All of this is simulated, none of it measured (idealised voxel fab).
Proc. module: voxel fin reveal
Section shown: cut. Width: 155 nm. Cell size: 5 nm, square.
We lay out every cross-section as a grid of square cells and spell it out in bands from the top down, where one band means one or more rows of cells.
Band: top height; bottom height; in nm. Then, left to right: material with width in nm, for each material. "throughout": a single material spanning edge to edge. "blank": empty space.
We count height from 0. Below that, the starting wafer is all one material. The lowest band never ends at the bottom but goes on down; see "0 and below" for how that is written.
Quick explanation for "30..40": the width changes in equal steps down the rows of cells, from the first number in the band's top row to the second number in its bottom row.
Basically "identical to before" means that step didn't change any cell in the cross-section.
Reported under the label "Listed closed voids" are the empty spaces having no open way to the top and comprising 8 cells or more; the notation for each is width x height at distance, in which the distance is measured from the left edge and all three values are in nm.
Read whatever lies past the settings on a step's line as the simulator's own remark about the step.
A step line may carry the setting "overlay nm", which, for steps involving a mask, states the distance by which the mask lay to the right of its intended position; negative values denote displacement to the left.

-- Set out below are the planned steps of the process
1,RECEIVE,material Si
2,CONFORMAL_DEP,material SiN,thk nm 5
3,DIRECTIONAL_DEP,material aC,thk nm 10
4,PATTERN,tone cover,mask id FINS,material resist,width nm 15,pitch nm 35,thk nm 30,overlay nm 0
5,DIRECTIONAL_ETCH,etch materials aC,depth nm 10
6,STRIP,etch materials resist
7,DIRECTIONAL_ETCH,etch materials SiN,depth nm 5
8,DIRECTIONAL_ETCH,etch materials Si,depth nm 30
9,STRIP,etch materials aC
10,FILL_DEP,material SiO2,thk nm 10
11,CMP,height nm 5
12,SELECTIVE_ETCH,etch materials SiO2,depth nm 15
13,STRIP,etch materials SiN

-- Incoming wafer, cross-sectional view, post step 1
  0 and below  Si throughout
  Listed closed voids: none

-- One mistake in running the module, otherwise start and plan as above: cross-section at the end
  0 down to -10  blank=15  Si=15  blank=20  Si=15  blank=20  Si=15  blank=20  Si=15  blank=20
  -10 down to -40  SiO2=15  Si=15  SiO2=20  Si=15  SiO2=20  Si=15  SiO2=20  Si=15  SiO2=20
  -40 and below  Si throughout
  Listed closed voids: none
Short version of what went wrong: rather than as planned, step 8 actually ran as DIRECTIONAL_ETCH,etch materials Si,depth nm 40
